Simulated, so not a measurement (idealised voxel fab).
Documented hereafter: the process module known as voxel capacitor over wiring.
For reference, the cross-section in this document is cut, with width 285 nm and square cells of 5 nm.
A cross-section is written here as square cells arranged in a grid, and it is given in bands from the top down, each band taking up one or more rows of cells.
What a band's entry tells you: where the top is and where the bottom is, as heights in nm, and after that what lies inside, material by material from left to right, each with its width in nm. Empty space is written as the word "blank", and a single material marked with the word "all across" occupies the band from edge to edge.
Height is counted from the level 0, under which the received wafer is composed throughout of one material. The lowest of the bands is not closed at the bottom but continues downward, in the notation "0 and below".
The notation "30->40" denotes a width that varies across the rows of cells in the band, beginning at the first number in the top row, finishing at the second number in the bottom row, and changing by an identical amount from each row to the next.
"nothing altered" after a step means that no cell of the cross-section changed.
The entry "Cavities, sealed" lists the empty spaces that cover at least 8 cells and have no open path to the top. Each is written as width x height at distance, where the distance is measured from the left edge and all three values are in nm.
Heads up: the bit after the settings on a step's line is the simulator's remark on that step.
On any step carrying a mask, the "overlay nm" setting, if present on the step's line, tells how far right of its planned place the mask lay; negative values point to the left.

The process steps that were planned are listed below
1 op RECEIVE | material Si
2 op CONFORMAL_DEP | material SiO2 | thk nm 10
3 op DIRECTIONAL_DEP | material TiN | thk nm 5
4 op DIRECTIONAL_DEP | material Ru | thk nm 25
5 op PATTERN | tone cover | mask id METAL_1 | material resist | width nm 20 | pitch nm 75 | thk nm 20 | overlay nm 0
6 op DIRECTIONAL_ETCH | etch materials Ru | depth nm 25
7 op DIRECTIONAL_ETCH | etch materials TiN | depth nm 5
8 op STRIP | etch materials resist
9 op CONFORMAL_DEP | material SiN | thk nm 5
10 op FILL_DEP | material lowk | thk nm 5
11 op CMP | height nm 40
12 op CONFORMAL_DEP | material SiCN | thk nm 5
13 op DIRECTIONAL_DEP | material SiO2 | thk nm 20
14 op DIRECTIONAL_DEP | material aC | thk nm 10
15 op PATTERN | tone open | mask id PLUG_1 | material resist | width nm 15 | thk nm 30 | overlay nm 0
16 op DIRECTIONAL_ETCH | etch materials aC | depth nm 10
17 op STRIP | etch materials resist
18 op DIRECTIONAL_ETCH | etch materials SiO2 | depth nm 20
19 op DIRECTIONAL_ETCH | etch materials SiCN | depth nm 5
20 op STRIP | etch materials aC
21 op EPI | material Ru | thk nm 10
22 op EPI | material Ru | thk nm 10
23 op EPI | material Ru | thk nm 5
24 op DIRECTIONAL_DEP | material TiN | thk nm 10
25 op DIRECTIONAL_DEP | material Al2O3 | thk nm 5
26 op DIRECTIONAL_DEP | material TiN | thk nm 5
27 op DIRECTIONAL_DEP | material aC | thk nm 15
28 op PATTERN | tone cover | mask id UPPER_PLATE | material resist | width nm 60 | thk nm 35 | overlay nm 0
29 op DIRECTIONAL_ETCH | etch materials aC | depth nm 15
30 op STRIP | etch materials resist
31 op DIRECTIONAL_ETCH | etch materials TiN | depth nm 5
32 op DIRECTIONAL_ETCH | etch materials Al2O3 | depth nm 5
33 op STRIP | etch materials aC
34 op MASKED_ETCH | tone cover | mask id LOWER_PLATE | width nm 70 | etch materials TiN | depth nm 10 | overlay nm 0
35 op FILL_DEP | material SiO2 | thk nm 20
36 op CMP | height nm 100
37 op PATTERN | tone open | mask id PLUG_2 | material resist | width nm 15 | thk nm 15 | overlay nm 0
38 op DIRECTIONAL_ETCH | etch materials SiO2 | depth nm 15
39 op STRIP | etch materials resist
40 op CONFORMAL_DEP | material TiN | thk nm 5
41 op FILL_DEP | material Cu | thk nm 5
42 op CMP | height nm 100
43 op CONFORMAL_DEP | material SiN | thk nm 5

Of two wafers, the first: run according to plan

Cross-section, incoming material, after step 1
	0 and below | Si all across
	Cavities, sealed: none

Step 2 complete: cross-section through the wafer
	10 down to 0 | SiO2 all across
	Below 0 it's all the same as before, nothing changed down there.

Step 3 complete: cross-section through the wafer
	15 down to 10 | TiN all across
	Below 10 it's all the same as before, nothing changed down there.

Step 4 complete: cross-section through the wafer
	40 down to 15 | Ru all across
	Below 15 it's all the same as before, nothing changed down there.

Step 5 complete: cross-section through the wafer
	60 down to 40 | 95 blank  20 resist  55 blank  20 resist  95 blank
	Below 40 it's all the same as before, nothing changed down there.

Step 6 complete: cross-section through the wafer
	60 down to 40 | 95 blank  20 resist  55 blank  20 resist  95 blank
	40 down to 15 | 95 blank  20 Ru  55 blank  20 Ru  95 blank
	Below 15 it's all the same as before, nothing changed down there.

Step 7 complete: cross-section through the wafer
	60 down to 40 | 95 blank  20 resist  55 blank  20 resist  95 blank
	40 down to 15 | 95 blank  20 Ru  55 blank  20 Ru  95 blank
	15 down to 10 | 95 blank  20 TiN  55 blank  20 TiN  95 blank
	Below 10 it's all the same as before, nothing changed down there.

Step 8 complete: cross-section through the wafer
	40 down to 15 | 95 blank  20 Ru  55 blank  20 Ru  95 blank
	Below 15 it's all the same as before, nothing changed down there.

Step 9 complete: cross-section through the wafer
	45 down to 40 | 90 blank  30 SiN  45 blank  30 SiN  90 blank
	40 down to 15 | 90 blank  5 SiN  20 Ru  5 SiN  45 blank  5 SiN  20 Ru  5 SiN  90 blank
	15 down to 10 | 95 SiN  20 TiN  55 SiN  20 TiN  95 SiN
	Below 10 it's all the same as before, nothing changed down there.

Step 10 complete: cross-section through the wafer
	50 down to 45 | lowk all across
	45 down to 40 | 90 lowk  30 SiN  45 lowk  30 SiN  90 lowk
	40 down to 15 | 90 lowk  5 SiN  20 Ru  5 SiN  45 lowk  5 SiN  20 Ru  5 SiN  90 lowk
	Below 15 it's all the same as before, nothing changed down there.

Step 11 complete: cross-section through the wafer
	40 down to 15 | 90 lowk  5 SiN  20 Ru  5 SiN  45 lowk  5 SiN  20 Ru  5 SiN  90 lowk
	Below 15 it's all the same as before, nothing changed down there.

Step 12 complete: cross-section through the wafer
	45 down to 40 | SiCN all across
	Below 40 it's all the same as before, nothing changed down there.

Step 13 complete: cross-section through the wafer
	65 down to 45 | SiO2 all across
	Below 45 it's all the same as before, nothing changed down there.

Step 14 complete: cross-section through the wafer
	75 down to 65 | aC all across
	Below 65 it's all the same as before, nothing changed down there.

Step 15 complete: cross-section through the wafer
	105 down to 75 | 100 resist  15 blank  170 resist
	Below 75 it's all the same as before, nothing changed down there.

Step 16 complete: cross-section through the wafer
	95 down to 75 | 100 resist  15 blank  170 resist
	75 down to 65 | 100 aC  15 blank  170 aC
	Below 65 it's all the same as before, nothing changed down there.

Step 17 complete: cross-section through the wafer
	75 down to 65 | 100 aC  15 blank  170 aC
	Below 65 it's all the same as before, nothing changed down there.

Step 18 complete: cross-section through the wafer
	75 down to 65 | 100 aC  15 blank  170 aC
	65 down to 45 | 100 SiO2  15 blank  170 SiO2
	Below 45 it's all the same as before, nothing changed down there.

Step 19 complete: cross-section through the wafer
	75 down to 65 | 100 aC  15 blank  170 aC
	65 down to 45 | 100 SiO2  15 blank  170 SiO2
	45 down to 40 | 100 SiCN  15 blank  170 SiCN
	Below 40 it's all the same as before, nothing changed down there.

Step 20 complete: cross-section through the wafer
	65 down to 45 | 100 SiO2  15 blank  170 SiO2
	Below 45 it's all the same as before, nothing changed down there.

Step 21 complete: cross-section through the wafer
	65 down to 50 | 100 SiO2  15 blank  170 SiO2
	50 down to 45 | 100 SiO2  15 Ru  170 SiO2
	45 down to 40 | 100 SiCN  15 Ru  170 SiCN
	Below 40 it's all the same as before, nothing changed down there.

Step 22 complete: cross-section through the wafer
	65 down to 60 | 100 SiO2  15 blank  170 SiO2
	60 down to 45 | 100 SiO2  15 Ru  170 SiO2
	Below 45 it's all the same as before, nothing changed down there.

Step 23 complete: cross-section through the wafer
	65 down to 45 | 100 SiO2  15 Ru  170 SiO2
	Below 45 it's all the same as before, nothing changed down there.

Step 24 complete: cross-section through the wafer
	75 down to 65 | TiN all across
	Below 65 it's all the same as before, nothing changed down there.

Step 25 complete: cross-section through the wafer
	80 down to 75 | Al2O3 all across
	Below 75 it's all the same as before, nothing changed down there.

Step 26 complete: cross-section through the wafer
	85 down to 80 | TiN all across
	Below 80 it's all the same as before, nothing changed down there.

Step 27 complete: cross-section through the wafer
	100 down to 85 | aC all across
	Below 85 it's all the same as before, nothing changed down there.

Step 28 complete: cross-section through the wafer
	135 down to 100 | 100 blank  60 resist  125 blank
	Below 100 it's all the same as before, nothing changed down there.

Step 29 complete: cross-section through the wafer
	120 down to 100 | 100 blank  60 resist  125 blank
	100 down to 85 | 100 blank  60 aC  125 blank
	Below 85 it's all the same as before, nothing changed down there.

Step 30 complete: cross-section through the wafer
	100 down to 85 | 100 blank  60 aC  125 blank
	Below 85 it's all the same as before, nothing changed down there.

Step 31 complete: cross-section through the wafer
	100 down to 85 | 100 blank  60 aC  125 blank
	85 down to 80 | 100 blank  60 TiN  125 blank
	Below 80 it's all the same as before, nothing changed down there.

Step 32 complete: cross-section through the wafer
	100 down to 85 | 100 blank  60 aC  125 blank
	85 down to 80 | 100 blank  60 TiN  125 blank
	80 down to 75 | 100 blank  60 Al2O3  125 blank
	Below 75 it's all the same as before, nothing changed down there.

Step 33 complete: cross-section through the wafer
	85 down to 80 | 100 blank  60 TiN  125 blank
	Below 80 it's all the same as before, nothing changed down there.

Step 34 complete: cross-section through the wafer
	85 down to 80 | 100 blank  60 TiN  125 blank
	80 down to 75 | 100 blank  60 Al2O3  125 blank
	75 down to 65 | 95 blank  70 TiN  120 blank
	Below 65 it's all the same as before, nothing changed down there.

Step 35 complete: cross-section through the wafer
	105 down to 85 | SiO2 all across
	85 down to 80 | 100 SiO2  60 TiN  125 SiO2
	80 down to 75 | 100 SiO2  60 Al2O3  125 SiO2
	75 down to 65 | 95 SiO2  70 TiN  120 SiO2
	Below 65 it's all the same as before, nothing changed down there.

Step 36 complete: cross-section through the wafer
	100 down to 85 | SiO2 all across
	Below 85 it's all the same as before, nothing changed down there.

Step 37 complete: cross-section through the wafer
	115 down to 100 | 110 resist  15 blank  160 resist
	Below 100 it's all the same as before, nothing changed down there.

Step 38 complete: cross-section through the wafer
	115 down to 100 | 110 resist  15 blank  160 resist
	100 down to 85 | 110 SiO2  15 blank  160 SiO2
	Below 85 it's all the same as before, nothing changed down there.

Step 39 complete: cross-section through the wafer
	100 down to 85 | 110 SiO2  15 blank  160 SiO2
	Below 85 it's all the same as before, nothing changed down there.

Step 40 complete: cross-section through the wafer
	105 down to 100 | 115 TiN  5 blank  165 TiN
	100 down to 90 | 110 SiO2  5 TiN  5 blank  5 TiN  160 SiO2
	90 down to 80 | 110->100 SiO2  15->60 TiN  160->125 SiO2
	Below 80 it's all the same as before, nothing changed down there.

Step 41 complete: cross-section through the wafer
	110 down to 105 | Cu all across
	105 down to 100 | 115 TiN  5 Cu  165 TiN
	100 down to 90 | 110 SiO2  5 TiN  5 Cu  5 TiN  160 SiO2
	Below 90 it's all the same as before, nothing changed down there.

Step 42 complete: cross-section through the wafer
	100 down to 90 | 110 SiO2  5 TiN  5 Cu  5 TiN  160 SiO2
	Below 90 it's all the same as before, nothing changed down there.

Step 43 complete: cross-section through the wafer
	105 down to 100 | SiN all across
	Below 100 it's all the same as before, nothing changed down there.

Second wafer - shared start and plan with the first - one error in running - same as the first up to step 4 inclusive

Second wafer at the planned finish of step 5, seen in cross-section
	60 down to 40 | 105 blank  20 resist  55 blank  20 resist  85 blank
	Below 40 it's all the same as before, nothing changed down there.

Second wafer at the planned finish of step 6, seen in cross-section
	60 down to 40 | 105 blank  20 resist  55 blank  20 resist  85 blank
	40 down to 15 | 105 blank  20 Ru  55 blank  20 Ru  85 blank
	Below 15 it's all the same as before, nothing changed down there.

Second wafer at the planned finish of step 7, seen in cross-section
	60 down to 40 | 105 blank  20 resist  55 blank  20 resist  85 blank
	40 down to 15 | 105 blank  20 Ru  55 blank  20 Ru  85 blank
	15 down to 10 | 105 blank  20 TiN  55 blank  20 TiN  85 blank
	Below 10 it's all the same as before, nothing changed down there.

Second wafer at the planned finish of step 8, seen in cross-section
	40 down to 15 | 105 blank  20 Ru  55 blank  20 Ru  85 blank
	Below 15 it's all the same as before, nothing changed down there.

Second wafer at the planned finish of step 9, seen in cross-section
	45 down to 40 | 100 blank  30 SiN  45 blank  30 SiN  80 blank
	40 down to 15 | 100 blank  5 SiN  20 Ru  5 SiN  45 blank  5 SiN  20 Ru  5 SiN  80 blank
	15 down to 10 | 105 SiN  20 TiN  55 SiN  20 TiN  85 SiN
	Below 10 it's all the same as before, nothing changed down there.

Second wafer at the planned finish of step 10, seen in cross-section
	50 down to 45 | lowk all across
	45 down to 40 | 100 lowk  30 SiN  45 lowk  30 SiN  80 lowk
	40 down to 15 | 100 lowk  5 SiN  20 Ru  5 SiN  45 lowk  5 SiN  20 Ru  5 SiN  80 lowk
	Below 15 it's all the same as before, nothing changed down there.

Second wafer at the planned finish of step 11, seen in cross-section
	40 down to 15 | 100 lowk  5 SiN  20 Ru  5 SiN  45 lowk  5 SiN  20 Ru  5 SiN  80 lowk
	Below 15 it's all the same as before, nothing changed down there.

Second wafer at the planned finish of step 12, seen in cross-section
	45 down to 40 | SiCN all across
	Below 40 it's all the same as before, nothing changed down there.

Second wafer at the planned finish of step 13, seen in cross-section
	65 down to 45 | SiO2 all across
	Below 45 it's all the same as before, nothing changed down there.

Second wafer at the planned finish of step 14, seen in cross-section
	75 down to 65 | aC all across
	Below 65 it's all the same as before, nothing changed down there.

Second wafer at the planned finish of step 15, seen in cross-section
	105 down to 75 | 100 resist  15 blank  170 resist
	Below 75 it's all the same as before, nothing changed down there.

Second wafer at the planned finish of step 16, seen in cross-section
	95 down to 75 | 100 resist  15 blank  170 resist
	75 down to 65 | 100 aC  15 blank  170 aC
	Below 65 it's all the same as before, nothing changed down there.

Second wafer at the planned finish of step 17, seen in cross-section
	75 down to 65 | 100 aC  15 blank  170 aC
	Below 65 it's all the same as before, nothing changed down there.

Second wafer at the planned finish of step 18, seen in cross-section
	75 down to 65 | 100 aC  15 blank  170 aC
	65 down to 45 | 100 SiO2  15 blank  170 SiO2
	Below 45 it's all the same as before, nothing changed down there.

Second wafer at the planned finish of step 19, seen in cross-section
	75 down to 65 | 100 aC  15 blank  170 aC
	65 down to 45 | 100 SiO2  15 blank  170 SiO2
	45 down to 40 | 100 SiCN  15 blank  170 SiCN
	Below 40 it's all the same as before, nothing changed down there.

Second wafer at the planned finish of step 20, seen in cross-section
	65 down to 45 | 100 SiO2  15 blank  170 SiO2
	Below 45 it's all the same as before, nothing changed down there.

Second wafer at the planned finish of step 21, seen in cross-section
	65 down to 50 | 100 SiO2  15 blank  170 SiO2
	50 down to 45 | 100 SiO2  15 Ru  170 SiO2
	45 down to 40 | 100 SiCN  15 Ru  170 SiCN
	Below 40 it's all the same as before, nothing changed down there.

Second wafer at the planned finish of step 22, seen in cross-section
	65 down to 60 | 100 SiO2  15 blank  170 SiO2
	60 down to 45 | 100 SiO2  15 Ru  170 SiO2
	Below 45 it's all the same as before, nothing changed down there.

Second wafer at the planned finish of step 23, seen in cross-section
	65 down to 45 | 100 SiO2  15 Ru  170 SiO2
	Below 45 it's all the same as before, nothing changed down there.

Second wafer at the planned finish of step 24, seen in cross-section
	75 down to 65 | TiN all across
	Below 65 it's all the same as before, nothing changed down there.

Second wafer at the planned finish of step 25, seen in cross-section
	80 down to 75 | Al2O3 all across
	Below 75 it's all the same as before, nothing changed down there.

Second wafer at the planned finish of step 26, seen in cross-section
	85 down to 80 | TiN all across
	Below 80 it's all the same as before, nothing changed down there.

Second wafer at the planned finish of step 27, seen in cross-section
	100 down to 85 | aC all across
	Below 85 it's all the same as before, nothing changed down there.

Second wafer at the planned finish of step 28, seen in cross-section
	135 down to 100 | 100 blank  60 resist  125 blank
	Below 100 it's all the same as before, nothing changed down there.

Second wafer at the planned finish of step 29, seen in cross-section
	120 down to 100 | 100 blank  60 resist  125 blank
	100 down to 85 | 100 blank  60 aC  125 blank
	Below 85 it's all the same as before, nothing changed down there.

Second wafer at the planned finish of step 30, seen in cross-section
	100 down to 85 | 100 blank  60 aC  125 blank
	Below 85 it's all the same as before, nothing changed down there.

Second wafer at the planned finish of step 31, seen in cross-section
	100 down to 85 | 100 blank  60 aC  125 blank
	85 down to 80 | 100 blank  60 TiN  125 blank
	Below 80 it's all the same as before, nothing changed down there.

Second wafer at the planned finish of step 32, seen in cross-section
	100 down to 85 | 100 blank  60 aC  125 blank
	85 down to 80 | 100 blank  60 TiN  125 blank
	80 down to 75 | 100 blank  60 Al2O3  125 blank
	Below 75 it's all the same as before, nothing changed down there.

Second wafer at the planned finish of step 33, seen in cross-section
	85 down to 80 | 100 blank  60 TiN  125 blank
	Below 80 it's all the same as before, nothing changed down there.

Second wafer at the planned finish of step 34, seen in cross-section
	85 down to 80 | 100 blank  60 TiN  125 blank
	80 down to 75 | 100 blank  60 Al2O3  125 blank
	75 down to 65 | 95 blank  70 TiN  120 blank
	Below 65 it's all the same as before, nothing changed down there.

Second wafer at the planned finish of step 35, seen in cross-section
	105 down to 85 | SiO2 all across
	85 down to 80 | 100 SiO2  60 TiN  125 SiO2
	80 down to 75 | 100 SiO2  60 Al2O3  125 SiO2
	75 down to 65 | 95 SiO2  70 TiN  120 SiO2
	Below 65 it's all the same as before, nothing changed down there.

Second wafer at the planned finish of step 36, seen in cross-section
	100 down to 85 | SiO2 all across
	Below 85 it's all the same as before, nothing changed down there.

Second wafer at the planned finish of step 37, seen in cross-section
	115 down to 100 | 110 resist  15 blank  160 resist
	Below 100 it's all the same as before, nothing changed down there.

Second wafer at the planned finish of step 38, seen in cross-section
	115 down to 100 | 110 resist  15 blank  160 resist
	100 down to 85 | 110 SiO2  15 blank  160 SiO2
	Below 85 it's all the same as before, nothing changed down there.

Second wafer at the planned finish of step 39, seen in cross-section
	100 down to 85 | 110 SiO2  15 blank  160 SiO2
	Below 85 it's all the same as before, nothing changed down there.

Second wafer at the planned finish of step 40, seen in cross-section
	105 down to 100 | 115 TiN  5 blank  165 TiN
	100 down to 90 | 110 SiO2  5 TiN  5 blank  5 TiN  160 SiO2
	90 down to 80 | 110->100 SiO2  15->60 TiN  160->125 SiO2
	Below 80 it's all the same as before, nothing changed down there.

Second wafer at the planned finish of step 41, seen in cross-section
	110 down to 105 | Cu all across
	105 down to 100 | 115 TiN  5 Cu  165 TiN
	100 down to 90 | 110 SiO2  5 TiN  5 Cu  5 TiN  160 SiO2
	Below 90 it's all the same as before, nothing changed down there.

Second wafer at the planned finish of step 42, seen in cross-section
	100 down to 90 | 110 SiO2  5 TiN  5 Cu  5 TiN  160 SiO2
	Below 90 it's all the same as before, nothing changed down there.

Second wafer at the planned finish of step 43, seen in cross-section
	105 down to 100 | SiN all across
	Below 100 it's all the same as before, nothing changed down there.
What went wrong in running the wafer? step 5 ran differently from the plan; actual operation with settings: op PATTERN | tone cover | mask id METAL_1 | material resist | width nm 20 | pitch nm 75 | thk nm 20 | overlay nm 10
The two final wafers agree on how many cells each material fills and disagree on which cells those are.
